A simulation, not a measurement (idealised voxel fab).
The process module that follows is named voxel capacitor over wiring.
cross-section cut | 235 nm wide | cells 5 nm
Heads up, the way a cross-section reads in here is a grid of square cells, handed over as bands from the top down, with every band being one or more rows of cells. Band entry format. Leading values: height of top, height of bottom, nm. Remainder: materials in left-to-right order, each with its width in nm. Special words: "full width" on a single material, which then fills the band edge to edge; "air", empty space. Convention: height 0 is the level below which the wafer, as received, is all one material. The lowest band does not terminate at the bottom but continues downward, represented as "0 nm and below". Top row gets the first number, bottom row gets the second, and each row in between changes by the same step: that is how a band width like "30->40" works. "nothing different" (step): cross-section cells unchanged, all of them. Basically, "Enclosed void inventory" tells you about the enclosed voids: empty spaces with no open way to the top, 8 cells or bigger, each written width x height at distance, where distance is from the left edge, all in nm. Whatever follows a step's settings on its line is a remark the simulator itself makes about that step. "overlay nm" on a masked step: distance the mask lay right of its planned place, negative for left.

## So here's the lineup of process steps we planned
- 1: op RECEIVE | material Si
- 2: op CONFORMAL_DEP | material SiO2 | thk nm 15
- 3: op DIRECTIONAL_DEP | material TiN | thk nm 5
- 4: op DIRECTIONAL_DEP | material W | thk nm 20
- 5: op DIRECTIONAL_DEP | material aC | thk nm 15
- 6: op PATTERN | tone cover | mask id METAL_1 | material resist | width nm 25 | pitch nm 85 | thk nm 35 | overlay nm 0
- 7: op DIRECTIONAL_ETCH | etch materials aC | depth nm 15
- 8: op STRIP | etch materials resist
- 9: op DIRECTIONAL_ETCH | etch materials W | depth nm 20
- 10: op DIRECTIONAL_ETCH | etch materials TiN | depth nm 5
- 11: op STRIP | etch materials aC
- 12: op FILL_DEP | material SiO2 | thk nm 10
- 13: op CMP | height nm 40
- 14: op CONFORMAL_DEP | material SiCN | thk nm 5
- 15: op DIRECTIONAL_DEP | material lowk | thk nm 15
- 16: op MASKED_ETCH | tone open | mask id PLUG_1 | width nm 15 | etch materials lowk | depth nm 15 | overlay nm 0
- 17: op MASKED_ETCH | tone open | mask id PLUG_1 | width nm 15 | etch materials SiCN | depth nm 5 | overlay nm 0
- 18: op CONFORMAL_DEP | material TiN | thk nm 5
- 19: op FILL_DEP | material Ru | thk nm 10
- 20: op CMP | height nm 60
- 21: op DIRECTIONAL_DEP | material TiN | thk nm 5
- 22: op DIRECTIONAL_DEP | material SiN | thk nm 5
- 23: op DIRECTIONAL_DEP | material TiN | thk nm 10
- 24: op DIRECTIONAL_DEP | material aC | thk nm 10
- 25: op PATTERN | tone cover | mask id UPPER_PLATE | material resist | width nm 65 | thk nm 25 | overlay nm 0
- 26: op DIRECTIONAL_ETCH | etch materials aC | depth nm 10
- 27: op STRIP | etch materials resist
- 28: op DIRECTIONAL_ETCH | etch materials TiN | depth nm 10
- 29: op DIRECTIONAL_ETCH | etch materials SiN | depth nm 5
- 30: op STRIP | etch materials aC
- 31: op DIRECTIONAL_DEP | material aC | thk nm 10
- 32: op PATTERN | tone cover | mask id LOWER_PLATE | material resist | width nm 75 | thk nm 30 | overlay nm 0
- 33: op DIRECTIONAL_ETCH | etch materials aC | depth nm 10
- 34: op STRIP | etch materials resist
- 35: op DIRECTIONAL_ETCH | etch materials TiN | depth nm 5
- 36: op STRIP | etch materials aC
- 37: op FILL_DEP | material SiO2 | thk nm 15
- 38: op CMP | height nm 90
- 39: op PATTERN | tone open | mask id PLUG_2 | material resist | width nm 15 | thk nm 20 | overlay nm 0
- 40: op DIRECTIONAL_ETCH | etch materials SiO2 | depth nm 10
- 41: op STRIP | etch materials resist
- 42: op CONFORMAL_DEP | material TiN | thk nm 5
- 43: op FILL_DEP | material Cu | thk nm 5
- 44: op CMP | height nm 90
- 45: op CONFORMAL_DEP | material SiN | thk nm 5

## Shown in cross-section is the wafer as received, that is, as it stands after step 1
* 0 nm and below | Si full width
* Enclosed void inventory: none

## First of two wafers: cross-section at end of module, run per plan
* 95 nm to 90 nm | SiN full width
* 90 nm to 85 nm | SiO2 80  TiN 5  Cu 5  TiN 5  SiO2 140
* 85 nm to 80 nm | SiO2 80  TiN 15  SiO2 140
* 80 nm to 70 nm | SiO2 70  TiN 65  SiO2 100
* 70 nm to 65 nm | SiO2 70  SiN 65  SiO2 100
* 65 nm to 60 nm | SiO2 65  TiN 75  SiO2 95
* 60 nm to 45 nm | lowk 70  TiN 5  Ru 5  TiN 5  lowk 150
* 45 nm to 40 nm | SiCN 70  TiN 15  SiCN 150
* 40 nm to 20 nm | SiO2 60  W 25  SiO2 60  W 25  SiO2 65
* 20 nm to 15 nm | SiO2 60  TiN 25  SiO2 60  TiN 25  SiO2 65
* 15 nm to 0 nm | SiO2 full width
* 0 nm and below | Si full width
* Enclosed void inventory: none

## End of module, second wafer, cross-section. Started like the first, planned like the first, run with one mistake
* 95 nm to 90 nm | SiN full width
* 90 nm to 85 nm | SiO2 80  TiN 5  Cu 5  TiN 5  SiO2 140
* 85 nm to 80 nm | SiO2 80  TiN 15  SiO2 140
* 80 nm to 70 nm | SiO2 70  TiN 65  SiO2 100
* 70 nm to 65 nm | SiO2 70  SiN 65  SiO2 100
* 65 nm to 60 nm | SiO2 65  TiN 75  SiO2 95
* 60 nm to 45 nm | lowk 70  TiN 5  Ru 5  TiN 5  lowk 150
* 45 nm to 40 nm | SiCN 70  TiN 15  SiCN 150
* 40 nm to 35 nm | SiO2 60  W 25  SiO2 60  W 25  SiO2 65
* 35 nm to 30 nm | SiO2 60  TiN 25  SiO2 60  TiN 25  SiO2 65
* 30 nm to 0 nm | SiO2 full width
* 0 nm and below | Si full width
* Enclosed void inventory: none
what went wrong: the plan had its step 2 run twice
FYI, end of process, the second wafer has more or fewer cells of some materials than the first: 30 more of SiO2 | 30 fewer of W
